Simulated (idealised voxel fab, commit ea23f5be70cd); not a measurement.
process module | voxel gate over fins
cross-section cut | 230 nm wide | cells 5 nm
A cross-section is a grid of square cells, given in bands from the top down. A band is one or more rows of cells.
Each band's line starts with the height of the band's top and of its bottom, in nm. Then come its materials from left to right, each with its width in nm. One material with "throughout" fills the band from edge to edge. "air" is empty space.
Height 0 is the level under which the wafer as received is all one material. The lowest band goes on downwards, as in "0 down".
A width such as "30 to 40" changes by the same amount from each row of cells to the next, from the band's top row to its bottom row.
"no change" after a step means that no cell of the cross-section changed.
closed voids: empty space of 8 cells or more with no open way to the top, each as width x height at its distance from the left edge, in nm
after a step's settings: what the simulator itself notes on the step
overlay nm, on a step with a mask: how far to the right of its planned place the mask lay; to the left if negative
plan
1 op RECEIVE | material Si
2 op CONFORMAL_DEP | material SiN | thk nm 10
3 op MASKED_ETCH | tone cover | mask id FINS | width nm 15 | pitch nm 40 | etch materials SiN | depth nm 10 | overlay nm 0
4 op MASKED_ETCH | tone cover | mask id FINS | width nm 15 | pitch nm 40 | etch materials Si | depth nm 30 | overlay nm 0
5 op OXIDIZE | depth nm 5
6 op FILL_DEP | material SiO2 | thk nm 5
7 op CMP | height nm 10
8 op SELECTIVE_ETCH | etch materials SiO2 | depth nm 25
9 op STRIP | etch materials SiN
10 op CONFORMAL_DEP | material HfO2 | thk nm 5
11 op CONFORMAL_DEP | material TiN | thk nm 5
12 op FILL_DEP | material W | thk nm 10
13 op CMP | height nm 15
14 op CONFORMAL_DEP | material SiCN | thk nm 10
as received, after step 1
  0 down: Si throughout
  closed voids: none
first wafer at the end, as planned
  25 to 15: SiCN throughout
  15 to 10: W throughout
  10 to 5: W 80 | TiN 25 | W 15 | TiN 25 | W 85
  5 to 0: W 80 | TiN 5 | HfO2 15 | TiN 5 | W 15 | TiN 5 | HfO2 15 | TiN 5 | W 85
  0 to -5: W 80 | TiN 5 | HfO2 5 | Si 5 | HfO2 5 | TiN 5 | W 15 | TiN 5 | HfO2 5 | Si 5 | HfO2 5 | TiN 5 | W 85
  -5 to -10: TiN 85 | HfO2 5 | Si 5 | HfO2 5 | TiN 25 | HfO2 5 | Si 5 | HfO2 5 | TiN 90
  -10 to -15: HfO2 90 | Si 5 | HfO2 35 | Si 5 | HfO2 95
  -15 to -35: SiO2 90 | Si 5 | SiO2 35 | Si 5 | SiO2 95
  -35 down: Si throughout
  closed voids: none
second wafer at the end: like start, like plan, one mistake
  25 to 15: SiCN throughout
  15 to 10: W throughout
  10 to 5: W 80 | TiN 25 | W 15 | TiN 25 | W 85
  5 to 0: W 80 | TiN 5 | HfO2 15 | TiN 5 | W 15 | TiN 5 | HfO2 15 | TiN 5 | W 85
  0 to -5: W 80 | TiN 5 | HfO2 5 | Si 5 | HfO2 5 | TiN 5 | W 15 | TiN 5 | HfO2 5 | Si 5 | HfO2 5 | TiN 5 | W 85
  -5 to -10: TiN 85 | HfO2 5 | Si 5 | HfO2 5 | TiN 25 | HfO2 5 | Si 5 | HfO2 5 | TiN 90
  -10 to -15: HfO2 90 | Si 5 | HfO2 35 | Si 5 | HfO2 95
  -15 to -25: SiO2 90 | Si 5 | SiO2 35 | Si 5 | SiO2 95
  -25 down: Si throughout
  closed voids: none
what went wrong: step 4 ran as: op MASKED_ETCH | tone cover | mask id FINS | width nm 15 | pitch nm 40 | etch materials Si | depth nm 20 | overlay nm 0
at the end the second wafer has, in cells: 88 more of Si | 88 fewer of SiO2
